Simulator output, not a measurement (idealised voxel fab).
process module | voxel transistor to metal
cross-section cut | 200 nm wide | cells 5 nm
A cross-section is a grid of square cells, given in bands from the top down. A band is one or more rows of cells.
Each band's line starts with the height of the band's top and of its bottom, in nm. Then come its materials from left to right, each with its width in nm. One material with "throughout" fills the band from edge to edge. "air" is empty space.
Height 0 is the level under which the wafer as received is all one material. The lowest band goes on downwards, as in "0 down".
A width such as "30 to 40" changes by the same amount from each row of cells to the next, from the band's top row to its bottom row.
"no change" after a step means that no cell of the cross-section changed.
closed voids: empty space of 8 cells or more with no open way to the top, each as width x height at its distance from the left edge, in nm
after a step's settings: what the simulator itself notes on the step
overlay nm, on a step with a mask: how far to the right of its planned place the mask lay; to the left if negative
plan
1 op RECEIVE | material Si
2 op OXIDIZE | depth nm 5
3 op CONFORMAL_DEP | material SiN | thk nm 10
4 op DIRECTIONAL_DEP | material aC | thk nm 10
5 op PATTERN | tone cover | mask id ACTIVE | material resist | width nm 115 | thk nm 30 | overlay nm 0
6 op DIRECTIONAL_ETCH | etch materials aC | depth nm 10
7 op STRIP | etch materials resist
8 op DIRECTIONAL_ETCH | etch materials SiN | depth nm 10
9 op DIRECTIONAL_ETCH | etch materials SiO2 | depth nm 5
10 op DIRECTIONAL_ETCH | etch materials Si | depth nm 20
11 op STRIP | etch materials aC
12 op OXIDIZE | depth nm 5
13 op FILL_DEP | material SiO2 | thk nm 5
14 op CMP | height nm 10
15 op SELECTIVE_ETCH | etch materials SiO2 | depth nm 5
16 op STRIP | etch materials SiN
17 op SELECTIVE_ETCH | etch materials SiO2 | depth nm 5
18 op OXIDIZE | depth nm 5
19 op DIRECTIONAL_DEP | material polySi | thk nm 25
20 op DIRECTIONAL_DEP | material SiCN | thk nm 15
21 op PATTERN | tone cover | mask id GATE | material resist | width nm 35 | thk nm 15 | overlay nm 0
22 op DIRECTIONAL_ETCH | etch materials SiCN | depth nm 25
23 op DIRECTIONAL_ETCH | etch materials polySi | depth nm 35
24 op STRIP | etch materials resist
25 op CONFORMAL_DEP | material SiN | thk nm 5
26 op DIRECTIONAL_ETCH | etch materials SiN | depth nm 5
27 op DIRECTIONAL_ETCH | etch materials SiO2 | depth nm 5
28 op DIRECTIONAL_ETCH | etch materials Si | depth nm 10
29 op EPI | material pSi | thk nm 15
30 op FILL_DEP | material SiO2 | thk nm 10
31 op CMP | height nm 20
32 op STRIP | etch materials polySi
33 op SELECTIVE_ETCH | etch materials SiO2 | depth nm 5
34 op CONFORMAL_DEP | material HfO2 | thk nm 5
35 op CONFORMAL_DEP | material TiN | thk nm 5
36 op FILL_DEP | material W | thk nm 10
37 op CMP | height nm 15
38 op DIRECTIONAL_DEP | material SiO2 | thk nm 10
39 op MASKED_ETCH | tone open | mask id CONTACT | width nm 15 | pitch nm 80 | etch materials SiO2 | depth nm 30 | overlay nm 0
40 op CONFORMAL_DEP | material TiN | thk nm 5
41 op FILL_DEP | material Ru | thk nm 10
42 op CMP | height nm 25
43 op CONFORMAL_DEP | material SiN | thk nm 5
44 op DIRECTIONAL_DEP | material SiO2 | thk nm 20
45 op MASKED_ETCH | tone open | mask id METAL_1 | width nm 15 | pitch nm 80 | etch materials SiO2 | depth nm 20 | overlay nm 0
46 op MASKED_ETCH | tone open | mask id METAL_1 | width nm 15 | pitch nm 80 | etch materials SiN | depth nm 5 | overlay nm 0
47 op CONFORMAL_DEP | material TiN | thk nm 5
48 op FILL_DEP | material Cu | thk nm 5
49 op CMP | height nm 50
50 op EPI | material Ru | thk nm 5
51 op FILL_DEP | material SiCN | thk nm 5
as received, after step 1
  0 down: Si throughout
  closed voids: none
a wafer at the end: this start, this plan, one mistake
  65 to 60: SiCN throughout
  60 to 55: Ru throughout
  55 to 50: TiN 55 | Cu 5 | TiN 75 | Cu 5 | TiN 60
  50 to 30: SiO2 50 | TiN 5 | Cu 5 | TiN 5 | SiO2 65 | TiN 5 | Cu 5 | TiN 5 | SiO2 55
  30 to 25: SiN 50 | TiN 15 | SiN 65 | TiN 15 | SiN 55
  25 to 15: SiO2 50 | TiN 5 | Ru 5 | TiN 5 | SiO2 65 | TiN 5 | Ru 5 | TiN 5 | SiO2 55
  15 to 10: SiO2 50 | TiN 5 | Ru 5 | TiN 5 | SiO2 10 | SiN 5 | HfO2 5 | TiN 5 | W 15 | TiN 5 | HfO2 5 | SiN 5 | SiO2 10 | TiN 5 | Ru 5 | TiN 5 | SiO2 55
  10 to 5: SiO2 50 | TiN 15 | SiO2 10 | SiN 5 | HfO2 5 | TiN 5 | W 15 | TiN 5 | HfO2 5 | SiN 5 | SiO2 10 | TiN 15 | SiO2 55
  5 to 0: SiO2 50 | TiN 10 | pSi 15 | SiN 5 | HfO2 5 | TiN 5 | W 15 | TiN 5 | HfO2 5 | SiN 5 | pSi 15 | TiN 10 | SiO2 55
  0 to -5: SiO2 35 | SiN 5 | SiO2 10 | TiN 10 | pSi 15 | SiN 5 | HfO2 5 | TiN 25 | HfO2 5 | SiN 5 | pSi 15 | TiN 10 | SiO2 10 | SiN 5 | SiO2 40
  -5 to -10: SiO2 40 | pSi 35 | HfO2 45 | pSi 35 | SiO2 45
  -10 to -20: SiO2 45 | pSi 30 | Si 45 | pSi 30 | SiO2 50
  -20 to -30: SiO2 45 | Si 105 | SiO2 50
  -30 down: Si throughout
  closed voids: none
what went wrong: step 49 ran as: op CMP | height nm 55
